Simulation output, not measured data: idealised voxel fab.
voxel released beams: a process module
The width of the displayed cross-section, cut, is 185 nm; its cells are square, with a size of 5 nm.
Each cross-section below is a grid of square cells, stated as bands in top-down order, with one or more rows of cells making up each band.
A band entry consists of two parts. The first gives the height of the band's top and the height of its bottom, in nm. The rest lists the band's materials from left to right, each with its width in nm. A single material labelled with the word "everywhere" fills the band from edge to edge, and the word "air" marks empty space.
Counting heights begins at 0, where everything beneath is, in the wafer as received, one material. The lowest band has no bottom; it goes on downwards, as "0 down" shows.
The notation "30..40" denotes a width that varies across the rows of cells in the band, beginning at the first number in the top row, finishing at the second number in the bottom row, and changing by an identical amount from each row to the next.
Any step labelled "changes: none" changed none of the cells in the cross-section.
Look at "Sealed internal cavities" for the closed voids: empty spaces with no open path to the top, sized 8 cells or up. Each is width x height at distance, distance from the left edge, all nm.
It should be noted that, on the line of a given step, the content following the step's settings is a remark produced by the simulator itself with respect to that step.
When a step includes a mask, the "overlay nm" setting on its line states how far to the right of its planned place that mask lay, and negative values state how far to the left.

-- Process steps - plan
1) RECEIVE (material Si)
2) CONFORMAL_DEP (material Al2O3; thk nm 10)
3) DIRECTIONAL_DEP (material SiO2; thk nm 20)
4) DIRECTIONAL_DEP (material aC; thk nm 10)
5) PATTERN (tone open; mask id ANCHOR; material resist; width nm 45; thk nm 30; overlay nm 0)
6) DIRECTIONAL_ETCH (etch materials aC; depth nm 10)
7) STRIP (etch materials resist)
8) DIRECTIONAL_ETCH (etch materials SiO2; depth nm 20)
9) STRIP (etch materials aC)
10) CONFORMAL_DEP (material polySi; thk nm 15)
11) MASKED_ETCH (tone cover; mask id BEAM; width nm 110; etch materials polySi; depth nm 15; overlay nm 0)
12) STRIP (etch materials SiO2)

-- As-received state of the wafer in cross-section, equivalent to post-step 1
	0 down  Si everywhere
	Sealed internal cavities: none

-- The plan above was carried out on the starting structure above with one mistake, and this cross-section shows the wafer at the end of the module
	60 to 45  air (35) / polySi (110) / air (40)
	45 to 30  polySi everywhere
	30 to 10  SiO2 (40) / polySi (45) / SiO2 (100)
	10 to 0  Al2O3 everywhere
	0 down  Si everywhere
	Sealed internal cavities: none
Here's what went sideways: plan step 10 was conducted twice
